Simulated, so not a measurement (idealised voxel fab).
Module name: voxel transistor to metal (process module)
Cross-section cut spans 260 nm and uses square cells 5 nm in size.
In this document a cross-section is written as a grid of square cells. It is given as a series of bands, listed from the top down, and a band is one or more rows of cells.
The band entry comprises the height of the band's top followed by the height of its bottom, expressed in nm, and subsequently the band's materials from left to right, each stated together with its width in nm. Where a single material is marked with the word "throughout", that material fills the band from edge to edge. The word "air" represents empty space.
The level at which height equals 0 is the one under which the wafer, as it arrives, is entirely one material. No lower edge exists for the bottom band, which continues downward and is notated as in "0 and below".
With a width like "30..40", each row of cells in the band differs from the next by the same amount, the top row carrying the first number and the bottom row the second.
You'll sometimes find "nothing changed" written for a step, and that's the way of saying that nowhere in the cross-section did a cell change during that step.
Closed-off voids of 8+ cells (no open route to the top) go in "Closed void listing", written width x height at distance from the left edge, in nm.
Post-settings text on a step line: simulator's own remark regarding the step.
"overlay nm" denotes, for a step that has a mask, the displacement of the mask to the right of its planned place, with negative values corresponding to the left.

### List of planned process steps
1: op RECEIVE | material Si
2: op OXIDIZE | depth nm 5
3: op CONFORMAL_DEP | material SiN | thk nm 15
4: op PATTERN | tone cover | mask id ACTIVE | material resist | width nm 95 | pitch nm 125 | thk nm 15 | overlay nm 0
5: op DIRECTIONAL_ETCH | etch materials SiN | depth nm 15
6: op DIRECTIONAL_ETCH | etch materials SiO2 | depth nm 5
7: op DIRECTIONAL_ETCH | etch materials Si | depth nm 30
8: op STRIP | etch materials resist
9: op OXIDIZE | depth nm 5
10: op FILL_DEP | material SiO2 | thk nm 10
11: op CMP | height nm 15
12: op SELECTIVE_ETCH | etch materials SiO2 | depth nm 10
13: op STRIP | etch materials SiN
14: op SELECTIVE_ETCH | etch materials SiO2 | depth nm 5
15: op OXIDIZE | depth nm 5
16: op DIRECTIONAL_DEP | material polySi | thk nm 25
17: op DIRECTIONAL_DEP | material SiCN | thk nm 15
18: op MASKED_ETCH | tone cover | mask id GATE | width nm 25 | pitch nm 125 | etch materials SiCN | depth nm 25 | overlay nm 0
19: op MASKED_ETCH | tone cover | mask id GATE | width nm 25 | pitch nm 125 | etch materials polySi | depth nm 35 | overlay nm 0
20: op CONFORMAL_DEP | material SiN | thk nm 5
21: op DIRECTIONAL_ETCH | etch materials SiN | depth nm 5
22: op DIRECTIONAL_ETCH | etch materials SiO2 | depth nm 5
23: op DIRECTIONAL_ETCH | etch materials Si | depth nm 15
24: op EPI | material SiGe | thk nm 15
25: op FILL_DEP | material SiO2 | thk nm 5
26: op CMP | height nm 35
27: op DIRECTIONAL_DEP | material SiO2 | thk nm 15
28: op MASKED_ETCH | tone open | mask id CONTACT | width nm 25 | etch materials SiO2 | depth nm 60 | overlay nm 0
29: op CONFORMAL_DEP | material TiN | thk nm 5
30: op FILL_DEP | material W | thk nm 5
31: op CMP | height nm 50
32: op CONFORMAL_DEP | material SiN | thk nm 5
33: op DIRECTIONAL_DEP | material SiO2 | thk nm 15
34: op DIRECTIONAL_DEP | material aC | thk nm 15
35: op PATTERN | tone open | mask id METAL_1 | material resist | width nm 15 | thk nm 30 | overlay nm 0
36: op DIRECTIONAL_ETCH | etch materials aC | depth nm 15
37: op STRIP | etch materials resist
38: op DIRECTIONAL_ETCH | etch materials SiO2 | depth nm 15
39: op DIRECTIONAL_ETCH | etch materials SiN | depth nm 5
40: op STRIP | etch materials aC
41: op CONFORMAL_DEP | material TiN | thk nm 5
42: op FILL_DEP | material Cu | thk nm 10
43: op CMP | height nm 70
44: op CONFORMAL_DEP | material SiN | thk nm 5

### Wafer cross-section on receipt, i.e. after step 1
> 0 and below: Si throughout
> Closed void listing: none

### First of two wafers, end-of-module section, run followed plan
> 75 down to 70: SiN throughout
> 70 down to 55: 25 SiO2; 5 TiN; 5 Cu; 5 TiN; 55 SiO2; 5 TiN; 5 Cu; 5 TiN; 40 SiO2; 5 TiN; 5 Cu; 5 TiN; 55 SiO2; 5 TiN; 5 Cu; 5 TiN; 25 SiO2
> 55 down to 50: 25 SiN; 15 TiN; 55 SiN; 15 TiN; 40 SiN; 15 TiN; 55 SiN; 15 TiN; 25 SiN
> 50 down to 35: 25 SiO2; 5 TiN; 15 W; 5 TiN; 35 SiO2; 5 TiN; 15 W; 5 TiN; 40 SiO2; 5 TiN; 15 W; 5 TiN; 35 SiO2; 5 TiN; 15 W; 5 TiN; 25 SiO2
> 35 down to 20: 25 SiO2; 5 TiN; 15 W; 5 TiN; 5 SiN; 25 SiCN; 5 SiN; 5 TiN; 15 W; 5 TiN; 40 SiO2; 5 TiN; 15 W; 5 TiN; 5 SiN; 25 SiCN; 5 SiN; 5 TiN; 15 W; 5 TiN; 25 SiO2
> 20 down to 10: 25 SiO2; 5 TiN; 15 W; 5 TiN; 5 SiN; 25 polySi; 5 SiN; 5 TiN; 15 W; 5 TiN; 40 SiO2; 5 TiN; 15 W; 5 TiN; 5 SiN; 25 polySi; 5 SiN; 5 TiN; 15 W; 5 TiN; 25 SiO2
> 10 down to 5: 25 SiO2; 25 TiN; 5 SiN; 25 polySi; 5 SiN; 25 TiN; 40 SiO2; 25 TiN; 5 SiN; 25 polySi; 5 SiN; 25 TiN; 25 SiO2
> 5 down to 0: 25 SiO2; 10 TiN; 15 SiGe; 5 SiN; 25 polySi; 5 SiN; 15 SiGe; 10 TiN; 40 SiO2; 10 TiN; 15 SiGe; 5 SiN; 25 polySi; 5 SiN; 15 SiGe; 10 TiN; 25 SiO2
> 0 down to -5: 15 SiO2; 5 SiN; 5 SiO2; 10 TiN; 15 SiGe; 5 SiN; 25 polySi; 5 SiN; 15 SiGe; 10 TiN; 5 SiO2; 5 SiN; 20 SiO2; 5 SiN; 5 SiO2; 10 TiN; 15 SiGe; 5 SiN; 25 polySi; 5 SiN; 15 SiGe; 10 TiN; 5 SiO2; 5 SiN; 15 SiO2
> -5 down to -10: 25 SiO2; 10 TiN; 15 SiGe; 35 SiO2; 15 SiGe; 10 TiN; 40 SiO2; 10 TiN; 15 SiGe; 35 SiO2; 15 SiGe; 10 TiN; 25 SiO2
> -10 down to -25: 25 SiO2; 25 SiGe; 35 Si; 25 SiGe; 40 SiO2; 25 SiGe; 35 Si; 25 SiGe; 25 SiO2
> -25 down to -40: 25 SiO2; 85 Si; 40 SiO2; 85 Si; 25 SiO2
> -40 and below: Si throughout
> Closed void listing: none

### Wafer two cross-section, module end. Start and plan unchanged from wafer one; one mistake made during the run
> 75 down to 70: SiN throughout
> 70 down to 55: 25 SiO2; 5 TiN; 5 Cu; 5 TiN; 55 SiO2; 5 TiN; 5 Cu; 5 TiN; 40 SiO2; 5 TiN; 5 Cu; 5 TiN; 55 SiO2; 5 TiN; 5 Cu; 5 TiN; 25 SiO2
> 55 down to 50: 25 SiN; 15 TiN; 55 SiN; 15 TiN; 40 SiN; 15 TiN; 55 SiN; 15 TiN; 25 SiN
> 50 down to 35: 25 SiO2; 5 TiN; 15 W; 5 TiN; 35 SiO2; 5 TiN; 15 W; 5 TiN; 40 SiO2; 5 TiN; 15 W; 5 TiN; 35 SiO2; 5 TiN; 15 W; 5 TiN; 25 SiO2
> 35 down to 20: 25 SiO2; 5 TiN; 15 W; 5 TiN; 5 SiN; 25 SiCN; 5 SiN; 5 TiN; 15 W; 5 TiN; 40 SiO2; 5 TiN; 15 W; 5 TiN; 5 SiN; 25 SiCN; 5 SiN; 5 TiN; 15 W; 5 TiN; 25 SiO2
> 20 down to 10: 25 SiO2; 5 TiN; 15 W; 5 TiN; 5 SiN; 25 polySi; 5 SiN; 5 TiN; 15 W; 5 TiN; 40 SiO2; 5 TiN; 15 W; 5 TiN; 5 SiN; 25 polySi; 5 SiN; 5 TiN; 15 W; 5 TiN; 25 SiO2
> 10 down to 5: 25 SiO2; 25 TiN; 5 SiN; 25 polySi; 5 SiN; 25 TiN; 40 SiO2; 25 TiN; 5 SiN; 25 polySi; 5 SiN; 25 TiN; 25 SiO2
> 5 down to 0: 25 SiO2; 10 TiN; 15 SiGe; 5 SiN; 25 polySi; 5 SiN; 15 SiGe; 10 TiN; 40 SiO2; 10 TiN; 15 SiGe; 5 SiN; 25 polySi; 5 SiN; 15 SiGe; 10 TiN; 25 SiO2
> 0 down to -5: 15 SiO2; 5 SiN; 5 SiO2; 10 TiN; 15 SiGe; 5 SiN; 25 polySi; 5 SiN; 15 SiGe; 10 TiN; 5 SiO2; 5 SiN; 20 SiO2; 5 SiN; 5 SiO2; 10 TiN; 15 SiGe; 5 SiN; 25 polySi; 5 SiN; 15 SiGe; 10 TiN; 5 SiO2; 5 SiN; 15 SiO2
> -5 down to -10: 25 SiO2; 10 TiN; 15 SiGe; 35 SiO2; 15 SiGe; 10 TiN; 40 SiO2; 10 TiN; 15 SiGe; 35 SiO2; 15 SiGe; 10 TiN; 25 SiO2
> -10 down to -25: 25 SiO2; 25 SiGe; 35 Si; 25 SiGe; 40 SiO2; 25 SiGe; 35 Si; 25 SiGe; 25 SiO2
> -25 down to -70: 25 SiO2; 85 Si; 40 SiO2; 85 Si; 25 SiO2
> -70 and below: Si throughout
> Closed void listing: none
Error vs. plan: step 7 of the plan was performed twice
The final cell counts differ between the wafers, with the second having more or fewer of some materials than the first: 108 fewer of Si; 108 more of SiO2
